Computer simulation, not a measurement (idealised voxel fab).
Process module heading - voxel tone inversion
Section shown: cut. Width: 200 nm. Cell size: 5 nm, square.
Cross-section format: a grid of square cells, given as bands from top to bottom; each band is one or more rows of cells. For a band, the entry starts with two heights in nm, that of the top and then that of the bottom, and carries on with the band's materials in order from left to right, each alongside its width in nm; the word "all across" beside a single material means it fills the band edge to edge, and "empty" means empty space. Convention: height 0 is the level below which the wafer, as received, is all one material. The lowest band does not terminate at the bottom but continues downward, represented as "z 0 and below". Quick explanation for "30->40": the width changes in equal steps down the rows of cells, from the first number in the band's top row to the second number in its bottom row. "remained unchanged" means the step left every cell of the cross-section as it was. Entry "Non-vented voids". Content: empty spaces with no open connection to the top, size 8 cells or greater. Each: width x height at distance. Distance: from left edge. Unit: nm. It should be noted that, on the line of a given step, the content following the step's settings is a remark produced by the simulator itself with respect to that step. What "overlay nm" on a step's line means: if the step has a mask, that mask lay this far to the right of its planned place, or, when the value is negative, to the left. Heads up before you read on: it's before/after pairs around one process step each, after side only down to the lowest band that changed, step plus settings under the pair. Pairs can be from different runs of this module, same starting wafer, so only chain a pair onto the one above if its "Geometry before processing" entry says so.
Geometry before processing:
    z 0 and below = Si all across
    Non-vented voids: none
Post-Process View:
    z 5 to 0 = SiCN all across
    below 0: unchanged
    Non-vented voids: none
Between the two cross-sections above, the process step reads op CONFORMAL_DEP | material SiCN | thk nm 5
Geometry before processing: after-step cross-section of the pair just above applies.
Post-Process View:
    z 30 to 5 = aC all across
    below 5: unchanged
    Non-vented voids: none
Between the two cross-sections above, the process step reads op DIRECTIONAL_DEP | material aC | thk nm 25
Geometry before processing: after-step cross-section of the pair just above applies.
Post-Process View:
    z 65 to 30 = 70 of empty | 20 of resist | 15 of empty | 20 of resist | 75 of empty
    below 30: unchanged
    Non-vented voids: none
Between the two cross-sections above, the process step reads op PATTERN | tone cover | mask id POSTS | material resist | width nm 20 | pitch nm 35 | thk nm 35 | overlay nm 0
Geometry before processing: after-step cross-section of the pair just above applies.
Post-Process View:
    z 40 to 30 = 70 of empty | 20 of resist | 15 of empty | 20 of resist | 75 of empty
    z 30 to 5 = 70 of empty | 20 of aC | 15 of empty | 20 of aC | 75 of empty
    below 5: unchanged
    Non-vented voids: none
Between the two cross-sections above, the process step reads op DIRECTIONAL_ETCH | etch materials aC | depth nm 25
Geometry before processing: after-step cross-section of the pair just above applies.
Post-Process View:
    z 30 to 5 = 70 of empty | 20 of aC | 15 of empty | 20 of aC | 75 of empty
    below 5: unchanged
    Non-vented voids: none
Between the two cross-sections above, the process step reads op STRIP | etch materials resist
Geometry before processing: after-step cross-section of the pair just above applies.
Post-Process View:
    z 40 to 30 = SiO2 all across
    z 30 to 5 = 70 of SiO2 | 20 of aC | 15 of SiO2 | 20 of aC | 75 of SiO2
    below 5: unchanged
    Non-vented voids: none
Between the two cross-sections above, the process step reads op FILL_DEP | material SiO2 | thk nm 10
Geometry before processing: after-step cross-section of the pair just above applies.
Post-Process View:
    z 30 to 5 = 70 of SiO2 | 20 of aC | 15 of SiO2 | 20 of aC | 75 of SiO2
    below 5: unchanged
    Non-vented voids: none
Between the two cross-sections above, the process step reads op CMP | height nm 30
Geometry before processing: after-step cross-section of the pair just above applies.
Post-Process View:
    z 30 to 5 = 70 of SiO2 | 20 of empty | 15 of SiO2 | 20 of empty | 75 of SiO2
    below 5: unchanged
    Non-vented voids: none
Between the two cross-sections above, the process step reads op STRIP | etch materials aC
Geometry before processing: after-step cross-section of the pair just above applies.
Post-Process View:
    z 35 to 30 = 75 of TiN | 10 of empty | 25 of TiN | 10 of empty | 80 of TiN
    z 30 to 10 = 70 of SiO2 | 5 of TiN | 10 of empty | 5 of TiN | 15 of SiO2 | 5 of TiN | 10 of empty | 5 of TiN | 75 of SiO2
    z 10 to 5 = 70 of SiO2 | 20 of TiN | 15 of SiO2 | 20 of TiN | 75 of SiO2
    below 5: unchanged
    Non-vented voids: none
Between the two cross-sections above, the process step reads op CONFORMAL_DEP | material TiN | thk nm 5
Geometry before processing: after-step cross-section of the pair just above applies.
Post-Process View:
    z 45 to 35 = Cu all across
    z 35 to 30 = 75 of TiN | 10 of Cu | 25 of TiN | 10 of Cu | 80 of TiN
    z 30 to 10 = 70 of SiO2 | 5 of TiN | 10 of Cu | 5 of TiN | 15 of SiO2 | 5 of TiN | 10 of Cu | 5 of TiN | 75 of SiO2
    below 10: unchanged
    Non-vented voids: none
Between the two cross-sections above, the process step reads op FILL_DEP | material Cu | thk nm 10
Geometry before processing: after-step cross-section of the pair just above applies.
Post-Process View:
    z 30 to 10 = 70 of SiO2 | 5 of TiN | 10 of Cu | 5 of TiN | 15 of SiO2 | 5 of TiN | 10 of Cu | 5 of TiN | 75 of SiO2
    below 10: unchanged
    Non-vented voids: none
Between the two cross-sections above, the process step reads op CMP | height nm 30
Geometry before processing: after-step cross-section of the pair just above applies.
Post-Process View:
    z 35 to 30 = SiCN all across
    below 30: unchanged
    Non-vented voids: none
Between the two cross-sections above, the process step reads op CONFORMAL_DEP | material SiCN | thk nm 5
Geometry before processing:
    z 0 and below = Si all across
    Non-vented voids: none
Post-Process View:
    z 25 to 0 = aC all across
    below 0: unchanged
    Non-vented voids: none
Between the two cross-sections above, the process step reads op DIRECTIONAL_DEP | material aC | thk nm 25
Geometry before processing: after-step cross-section of the pair just above applies.
Post-Process View:
    z 60 to 25 = 70 of empty | 20 of resist | 15 of empty | 20 of resist | 75 of empty
    below 25: unchanged
    Non-vented voids: none
Between the two cross-sections above, the process step reads op PATTERN | tone cover | mask id POSTS | material resist | width nm 20 | pitch nm 35 | thk nm 35 | overlay nm 0
Geometry before processing: after-step cross-section of the pair just above applies.
Post-Process View:
    z 35 to 25 = 70 of empty | 20 of resist | 15 of empty | 20 of resist | 75 of empty
    z 25 to 0 = 70 of empty | 20 of aC | 15 of empty | 20 of aC | 75 of empty
    below 0: unchanged
    Non-vented voids: none
Between the two cross-sections above, the process step reads op DIRECTIONAL_ETCH | etch materials aC | depth nm 25
Geometry before processing: after-step cross-section of the pair just above applies.
Post-Process View:
    z 25 to 0 = 70 of empty | 20 of aC | 15 of empty | 20 of aC | 75 of empty
    below 0: unchanged
    Non-vented voids: none
Between the two cross-sections above, the process step reads op STRIP | etch materials resist
Geometry before processing: after-step cross-section of the pair just above applies.
Post-Process View:
    z 35 to 25 = SiO2 all across
    z 25 to 0 = 70 of SiO2 | 20 of aC | 15 of SiO2 | 20 of aC | 75 of SiO2
    below 0: unchanged
    Non-vented voids: none
Between the two cross-sections above, the process step reads op FILL_DEP | material SiO2 | thk nm 10
Geometry before processing: after-step cross-section of the pair just above applies.
Post-Process View:
    z 30 to 25 = SiO2 all across
    below 25: unchanged
    Non-vented voids: none
Between the two cross-sections above, the process step reads op CMP | height nm 30
Geometry before processing: after-step cross-section of the pair just above applies.
Post-Process View:
    z 35 to 30 = TiN all across
    below 30: unchanged
    Non-vented voids: none
Between the two cross-sections above, the process step reads op CONFORMAL_DEP | material TiN | thk nm 5
Geometry before processing: after-step cross-section of the pair just above applies.
Post-Process View:
    z 45 to 35 = Cu all across
    below 35: unchanged
    Non-vented voids: none
Between the two cross-sections above, the process step reads op FILL_DEP | material Cu | thk nm 10
Geometry before processing: after-step cross-section of the pair just above applies.
Post-Process View:
    z 30 to 25 = SiO2 all across
    below 25: unchanged
    Non-vented voids: none
Between the two cross-sections above, the process step reads op CMP | height nm 30
Geometry before processing: after-step cross-section of the pair just above applies.
Post-Process View:
    z 35 to 30 = SiCN all across
    below 30: unchanged
    Non-vented voids: none
Between the two cross-sections above, the process step reads op CONFORMAL_DEP | material SiCN | thk nm 5
Geometry before processing:
    z 25 to 0 = aC all across
    z 0 and below = Si all across
    Non-vented voids: none
Post-Process View:
    z 30 to 25 = SiCN all across
    below 25: unchanged
    Non-vented voids: none
Between the two cross-sections above, the process step reads op CONFORMAL_DEP | material SiCN | thk nm 5
Geometry before processing: after-step cross-section of the pair just above applies.
Post-Process View:
    z 65 to 30 = 70 of empty | 20 of resist | 15 of empty | 20 of resist | 75 of empty
    below 30: unchanged
    Non-vented voids: none
Between the two cross-sections above, the process step reads op PATTERN | tone cover | mask id POSTS | material resist | width nm 20 | pitch nm 35 | thk nm 35 | overlay nm 0
Geometry before processing: after-step cross-section of the pair just above applies.
Post-Process View:
    z 40 to 30 = 70 of empty | 20 of resist | 15 of empty | 20 of resist | 75 of empty
    below 30: unchanged
    Non-vented voids: none
Between the two cross-sections above, the process step reads op DIRECTIONAL_ETCH | etch materials aC | depth nm 25
Geometry before processing: after-step cross-section of the pair just above applies.
Post-Process View:
    z 30 to 25 = SiCN all across
    below 25: unchanged
    Non-vented voids: none
Between the two cross-sections above, the process step reads op STRIP | etch materials resist
Geometry before processing: after-step cross-section of the pair just above applies.
Post-Process View:
    z 40 to 30 = SiO2 all across
    below 30: unchanged
    Non-vented voids: none
Between the two cross-sections above, the process step reads op FILL_DEP | material SiO2 | thk nm 10
Geometry before processing: after-step cross-section of the pair just above applies.
Post-Process View:
    z 30 to 25 = SiCN all across
    below 25: unchanged
    Non-vented voids: none
Between the two cross-sections above, the process step reads op CMP | height nm 30
Geometry before processing: after-step cross-section of the pair just above applies.
Post-Process View:
    z 35 to 30 = TiN all across
    below 30: unchanged
    Non-vented voids: none
Between the two cross-sections above, the process step reads op CONFORMAL_DEP | material TiN | thk nm 5
Geometry before processing: after-step cross-section of the pair just above applies.
Post-Process View:
    z 45 to 35 = Cu all across
    below 35: unchanged
    Non-vented voids: none
Between the two cross-sections above, the process step reads op FILL_DEP | material Cu | thk nm 10
Geometry before processing: after-step cross-section of the pair just above applies.
Post-Process View:
    z 30 to 25 = SiCN all across
    below 25: unchanged
    Non-vented voids: none
Between the two cross-sections above, the process step reads op CMP | height nm 30
Geometry before processing: after-step cross-section of the pair just above applies.
Post-Process View:
    z 35 to 25 = SiCN all across
    below 25: unchanged
    Non-vented voids: none
Between the two cross-sections above, the process step reads op CONFORMAL_DEP | material SiCN | thk nm 5
Geometry before processing:
    z 40 to 30 = SiO2 all across
    z 30 to 5 = 70 of SiO2 | 20 of aC | 15 of SiO2 | 20 of aC | 75 of SiO2
    z 5 to 0 = SiCN all across
    z 0 and below = Si all across
    Non-vented voids: none
Post-Process View:
    z 25 to 5 = 70 of SiO2 | 20 of aC | 15 of SiO2 | 20 of aC | 75 of SiO2
    below 5: unchanged
    Non-vented voids: none
Between the two cross-sections above, the process step reads op CMP | height nm 25
Geometry before processing: after-step cross-section of the pair just above applies.
Post-Process View:
    z 25 to 5 = 70 of SiO2 | 20 of empty | 15 of SiO2 | 20 of empty | 75 of SiO2
    below 5: unchanged
    Non-vented voids: none
Between the two cross-sections above, the process step reads op STRIP | etch materials aC
Geometry before processing: after-step cross-section of the pair just above applies.
Post-Process View:
    z 30 to 25 = 75 of TiN | 10 of empty | 25 of TiN | 10 of empty | 80 of TiN
    z 25 to 10 = 70 of SiO2 | 5 of TiN | 10 of empty | 5 of TiN | 15 of SiO2 | 5 of TiN | 10 of empty | 5 of TiN | 75 of SiO2
    z 10 to 5 = 70 of SiO2 | 20 of TiN | 15 of SiO2 | 20 of TiN | 75 of SiO2
    below 5: unchanged
    Non-vented voids: none
Between the two cross-sections above, the process step reads op CONFORMAL_DEP | material TiN | thk nm 5
Geometry before processing: after-step cross-section of the pair just above applies.
Post-Process View:
    z 40 to 30 = Cu all across
    z 30 to 25 = 75 of TiN | 10 of Cu | 25 of TiN | 10 of Cu | 80 of TiN
    z 25 to 10 = 70 of SiO2 | 5 of TiN | 10 of Cu | 5 of TiN | 15 of SiO2 | 5 of TiN | 10 of Cu | 5 of TiN | 75 of SiO2
    below 10: unchanged
    Non-vented voids: none
Between the two cross-sections above, the process step reads op FILL_DEP | material Cu | thk nm 10
Geometry before processing: after-step cross-section of the pair just above applies.
Post-Process View:
    z 30 to 25 = 75 of TiN | 10 of Cu | 25 of TiN | 10 of Cu | 80 of TiN
    below 25: unchanged
    Non-vented voids: none
Between the two cross-sections above, the process step reads op CMP | height nm 30
Geometry before processing: after-step cross-section of the pair just above applies.
Post-Process View:
    z 35 to 30 = SiCN all across
    below 30: unchanged
    Non-vented voids: none
Between the two cross-sections above, the process step reads op CONFORMAL_DEP | material SiCN | thk nm 5
Geometry before processing:
    z 30 to 5 = aC all across
    z 5 to 0 = SiCN all across
    z 0 and below = Si all across
    Non-vented voids: none
Post-Process View:
    z 65 to 30 = 75 of empty | 15 of resist | 20 of empty | 15 of resist | 75 of empty
    below 30: unchanged
    Non-vented voids: none
Between the two cross-sections above, the process step reads op PATTERN | tone cover | mask id POSTS | material resist | width nm 15 | pitch nm 35 | thk nm 35 | overlay nm 0
Geometry before processing: after-step cross-section of the pair just above applies.
Post-Process View:
    z 40 to 30 = 75 of empty | 15 of resist | 20 of empty | 15 of resist | 75 of empty
    z 30 to 5 = 75 of empty | 15 of aC | 20 of empty | 15 of aC | 75 of empty
    below 5: unchanged
    Non-vented voids: none
Between the two cross-sections above, the process step reads op DIRECTIONAL_ETCH | etch materials aC | depth nm 25
Geometry before processing: after-step cross-section of the pair just above applies.
Post-Process View:
    z 30 to 5 = 75 of empty | 15 of aC | 20 of empty | 15 of aC | 75 of empty
    below 5: unchanged
    Non-vented voids: none
Between the two cross-sections above, the process step reads op STRIP | etch materials resist
Geometry before processing: after-step cross-section of the pair just above applies.
Post-Process View:
    z 40 to 30 = SiO2 all across
    z 30 to 5 = 75 of SiO2 | 15 of aC | 20 of SiO2 | 15 of aC | 75 of SiO2
    below 5: unchanged
    Non-vented voids: none
Between the two cross-sections above, the process step reads op FILL_DEP | material SiO2 | thk nm 10
Geometry before processing: after-step cross-section of the pair just above applies.
Post-Process View:
    z 30 to 5 = 75 of SiO2 | 15 of aC | 20 of SiO2 | 15 of aC | 75 of SiO2
    below 5: unchanged
    Non-vented voids: none
Between the two cross-sections above, the process step reads op CMP | height nm 30
Geometry before processing: after-step cross-section of the pair just above applies.
Post-Process View:
    z 30 to 5 = 75 of SiO2 | 15 of empty | 20 of SiO2 | 15 of empty | 75 of SiO2
    below 5: unchanged
    Non-vented voids: none
Between the two cross-sections above, the process step reads op STRIP | etch materials aC
Geometry before processing: after-step cross-section of the pair just above applies.
Post-Process View:
    z 35 to 30 = 80 of TiN | 5 of empty | 30 of TiN | 5 of empty | 80 of TiN
    z 30 to 10 = 75 of SiO2 | 5 of TiN | 5 of empty | 5 of TiN | 20 of SiO2 | 5 of TiN | 5 of empty | 5 of TiN | 75 of SiO2
    z 10 to 5 = 75 of SiO2 | 15 of TiN | 20 of SiO2 | 15 of TiN | 75 of SiO2
    below 5: unchanged
    Non-vented voids: none
Between the two cross-sections above, the process step reads op CONFORMAL_DEP | material TiN | thk nm 5
Geometry before processing: after-step cross-section of the pair just above applies.
Post-Process View:
    z 45 to 35 = Cu all across
    z 35 to 30 = 80 of TiN | 5 of Cu | 30 of TiN | 5 of Cu | 80 of TiN
    z 30 to 10 = 75 of SiO2 | 5 of TiN | 5 of Cu | 5 of TiN | 20 of SiO2 | 5 of TiN | 5 of Cu | 5 of TiN | 75 of SiO2
    below 10: unchanged
    Non-vented voids: none
Between the two cross-sections above, the process step reads op FILL_DEP | material Cu | thk nm 10
Geometry before processing: after-step cross-section of the pair just above applies.
Post-Process View:
    z 30 to 10 = 75 of SiO2 | 5 of TiN | 5 of Cu | 5 of TiN | 20 of SiO2 | 5 of TiN | 5 of Cu | 5 of TiN | 75 of SiO2
    below 10: unchanged
    Non-vented voids: none
Between the two cross-sections above, the process step reads op CMP | height nm 30
Geometry before processing: after-step cross-section of the pair just above applies.
Post-Process View:
    z 35 to 30 = SiCN all across
    below 30: unchanged
    Non-vented voids: none
Between the two cross-sections above, the process step reads op CONFORMAL_DEP | material SiCN | thk nm 5
Geometry before processing:
    z 30 to 5 = aC all across
    z 5 to 0 = SiCN all across
    z 0 and below = Si all across
    Non-vented voids: none
Post-Process View:
    z 65 to 30 = 60 of empty | 20 of resist | 15 of empty | 20 of resist | 85 of empty
    below 30: unchanged
    Non-vented voids: none
Between the two cross-sections above, the process step reads op PATTERN | tone cover | mask id POSTS | material resist | width nm 20 | pitch nm 35 | thk nm 35 | overlay nm -10
Geometry before processing: after-step cross-section of the pair just above applies.
Post-Process View:
    z 40 to 30 = 60 of empty | 20 of resist | 15 of empty | 20 of resist | 85 of empty
    z 30 to 5 = 60 of empty | 20 of aC | 15 of empty | 20 of aC | 85 of empty
    below 5: unchanged
    Non-vented voids: none
Between the two cross-sections above, the process step reads op DIRECTIONAL_ETCH | etch materials aC | depth nm 25
Geometry before processing: after-step cross-section of the pair just above applies.
Post-Process View:
    z 30 to 5 = 60 of empty | 20 of aC | 15 of empty | 20 of aC | 85 of empty
    below 5: unchanged
    Non-vented voids: none
Between the two cross-sections above, the process step reads op STRIP | etch materials resist
Geometry before processing: after-step cross-section of the pair just above applies.
Post-Process View:
    z 40 to 30 = SiO2 all across
    z 30 to 5 = 60 of SiO2 | 20 of aC | 15 of SiO2 | 20 of aC | 85 of SiO2
    below 5: unchanged
    Non-vented voids: none
Between the two cross-sections above, the process step reads op FILL_DEP | material SiO2 | thk nm 10
Geometry before processing: after-step cross-section of the pair just above applies.
Post-Process View:
    z 30 to 5 = 60 of SiO2 | 20 of aC | 15 of SiO2 | 20 of aC | 85 of SiO2
    below 5: unchanged
    Non-vented voids: none
Between the two cross-sections above, the process step reads op CMP | height nm 30
Geometry before processing: after-step cross-section of the pair just above applies.
Post-Process View:
    z 30 to 5 = 60 of SiO2 | 20 of empty | 15 of SiO2 | 20 of empty | 85 of SiO2
    below 5: unchanged
    Non-vented voids: none
Between the two cross-sections above, the process step reads op STRIP | etch materials aC
Geometry before processing: after-step cross-section of the pair just above applies.
Post-Process View:
    z 35 to 30 = 65 of TiN | 10 of empty | 25 of TiN | 10 of empty | 90 of TiN
    z 30 to 10 = 60 of SiO2 | 5 of TiN | 10 of empty | 5 of TiN | 15 of SiO2 | 5 of TiN | 10 of empty | 5 of TiN | 85 of SiO2
    z 10 to 5 = 60 of SiO2 | 20 of TiN | 15 of SiO2 | 20 of TiN | 85 of SiO2
    below 5: unchanged
    Non-vented voids: none
Between the two cross-sections above, the process step reads op CONFORMAL_DEP | material TiN | thk nm 5
Geometry before processing: after-step cross-section of the pair just above applies.
Post-Process View:
    z 45 to 35 = Cu all across
    z 35 to 30 = 65 of TiN | 10 of Cu | 25 of TiN | 10 of Cu | 90 of TiN
    z 30 to 10 = 60 of SiO2 | 5 of TiN | 10 of Cu | 5 of TiN | 15 of SiO2 | 5 of TiN | 10 of Cu | 5 of TiN | 85 of SiO2
    below 10: unchanged
    Non-vented voids: none
Between the two cross-sections above, the process step reads op FILL_DEP | material Cu | thk nm 10
Geometry before processing: after-step cross-section of the pair just above applies.
Post-Process View:
    z 30 to 10 = 60 of SiO2 | 5 of TiN | 10 of Cu | 5 of TiN | 15 of SiO2 | 5 of TiN | 10 of Cu | 5 of TiN | 85 of SiO2
    below 10: unchanged
    Non-vented voids: none
Between the two cross-sections above, the process step reads op CMP | height nm 30
Geometry before processing: after-step cross-section of the pair just above applies.
Post-Process View:
    z 35 to 30 = SiCN all across
    below 30: unchanged
    Non-vented voids: none
Between the two cross-sections above, the process step reads op CONFORMAL_DEP | material SiCN | thk nm 5
Geometry before processing:
    z 35 to 30 = 75 of TiN | 10 of empty | 25 of TiN | 10 of empty | 80 of TiN
    z 30 to 10 = 70 of SiO2 | 5 of TiN | 10 of empty | 5 of TiN | 15 of SiO2 | 5 of TiN | 10 of empty | 5 of TiN | 75 of SiO2
    z 10 to 5 = 70 of SiO2 | 20 of TiN | 15 of SiO2 | 20 of TiN | 75 of SiO2
    z 5 to 0 = SiCN all across
    z 0 and below = Si all across
    Non-vented voids: none
Post-Process View:
    z 45 to 35 = SiO2 all across
    z 35 to 30 = 75 of TiN | 10 of SiO2 | 25 of TiN | 10 of SiO2 | 80 of TiN
    z 30 to 10 = 70 of SiO2 | 5 of TiN | 10 of SiO2 | 5 of TiN | 15 of SiO2 | 5 of TiN | 10 of SiO2 | 5 of TiN | 75 of SiO2
    below 10: unchanged
    Non-vented voids: none
Between the two cross-sections above, the process step reads op FILL_DEP | material SiO2 | thk nm 10
Geometry before processing: after-step cross-section of the pair just above applies.
Post-Process View:
    z 30 to 10 = 70 of SiO2 | 5 of TiN | 10 of SiO2 | 5 of TiN | 15 of SiO2 | 5 of TiN | 10 of SiO2 | 5 of TiN | 75 of SiO2
    below 10: unchanged
    Non-vented voids: none
Between the two cross-sections above, the process step reads op CMP | height nm 30
Geometry before processing: after-step cross-section of the pair just above applies.
Post-Process View:
    z 35 to 30 = SiCN all across
    below 30: unchanged
    Non-vented voids: none
Between the two cross-sections above, the process step reads op CONFORMAL_DEP | material SiCN | thk nm 5
Geometry before processing:
    z 30 to 5 = aC all across
    z 5 to 0 = SiCN all across
    z 0 and below = Si all across
    Non-vented voids: none
Post-Process View:
    z 65 to 30 = 70 of resist | 20 of empty | 15 of resist | 20 of empty | 75 of resist
    below 30: unchanged
    Non-vented voids: none
Between the two cross-sections above, the process step reads op PATTERN | tone open | mask id POSTS | material resist | width nm 20 | pitch nm 35 | thk nm 35 | overlay nm 0
Geometry before processing: after-step cross-section of the pair just above applies.
Post-Process View:
    z 40 to 30 = 70 of resist | 20 of empty | 15 of resist | 20 of empty | 75 of resist
    z 30 to 5 = 70 of aC | 20 of empty | 15 of aC | 20 of empty | 75 of aC
    below 5: unchanged
    Non-vented voids: none
Between the two cross-sections above, the process step reads op DIRECTIONAL_ETCH | etch materials aC | depth nm 25
Geometry before processing: after-step cross-section of the pair just above applies.
Post-Process View:
    z 30 to 5 = 70 of aC | 20 of empty | 15 of aC | 20 of empty | 75 of aC
    below 5: unchanged
    Non-vented voids: none
Between the two cross-sections above, the process step reads op STRIP | etch materials resist
Geometry before processing: after-step cross-section of the pair just above applies.
Post-Process View:
    z 40 to 30 = SiO2 all across
    z 30 to 5 = 70 of aC | 20 of SiO2 | 15 of aC | 20 of SiO2 | 75 of aC
    below 5: unchanged
    Non-vented voids: none
Between the two cross-sections above, the process step reads op FILL_DEP | material SiO2 | thk nm 10
Geometry before processing: after-step cross-section of the pair just above applies.
Post-Process View:
    z 30 to 5 = 70 of aC | 20 of SiO2 | 15 of aC | 20 of SiO2 | 75 of aC
    below 5: unchanged
    Non-vented voids: none
Between the two cross-sections above, the process step reads op CMP | height nm 30
Geometry before processing: after-step cross-section of the pair just above applies.
Post-Process View:
    z 30 to 5 = 70 of empty | 20 of SiO2 | 15 of empty | 20 of SiO2 | 75 of empty
    below 5: unchanged
    Non-vented voids: none
Between the two cross-sections above, the process step reads op STRIP | etch materials aC
Geometry before processing: after-step cross-section of the pair just above applies.
Post-Process View:
    z 35 to 30 = 65 of empty | 30 of TiN | 5 of empty | 30 of TiN | 70 of empty
    z 30 to 10 = 65 of empty | 5 of TiN | 20 of SiO2 | 5 of TiN | 5 of empty | 5 of TiN | 20 of SiO2 | 5 of TiN | 70 of empty
    z 10 to 5 = 70 of TiN | 20 of SiO2 | 15 of TiN | 20 of SiO2 | 75 of TiN
    below 5: unchanged
    Non-vented voids: none
Between the two cross-sections above, the process step reads op CONFORMAL_DEP | material TiN | thk nm 5
Geometry before processing: after-step cross-section of the pair just above applies.
Post-Process View:
    z 45 to 35 = Cu all across
    z 35 to 30 = 65 of Cu | 30 of TiN | 5 of Cu | 30 of TiN | 70 of Cu
    z 30 to 10 = 65 of Cu | 5 of TiN | 20 of SiO2 | 5 of TiN | 5 of Cu | 5 of TiN | 20 of SiO2 | 5 of TiN | 70 of Cu
    below 10: unchanged
    Non-vented voids: none
Between the two cross-sections above, the process step reads op FILL_DEP | material Cu | thk nm 10
Geometry before processing: after-step cross-section of the pair just above applies.
Post-Process View:
    z 30 to 10 = 65 of Cu | 5 of TiN | 20 of SiO2 | 5 of TiN | 5 of Cu | 5 of TiN | 20 of SiO2 | 5 of TiN | 70 of Cu
    below 10: unchanged
    Non-vented voids: none
Between the two cross-sections above, the process step reads op CMP | height nm 30
Geometry before processing: after-step cross-section of the pair just above applies.
Post-Process View:
    z 35 to 30 = SiCN all across
    below 30: unchanged
    Non-vented voids: none
Between the two cross-sections above, the process step reads op CONFORMAL_DEP | material SiCN | thk nm 5
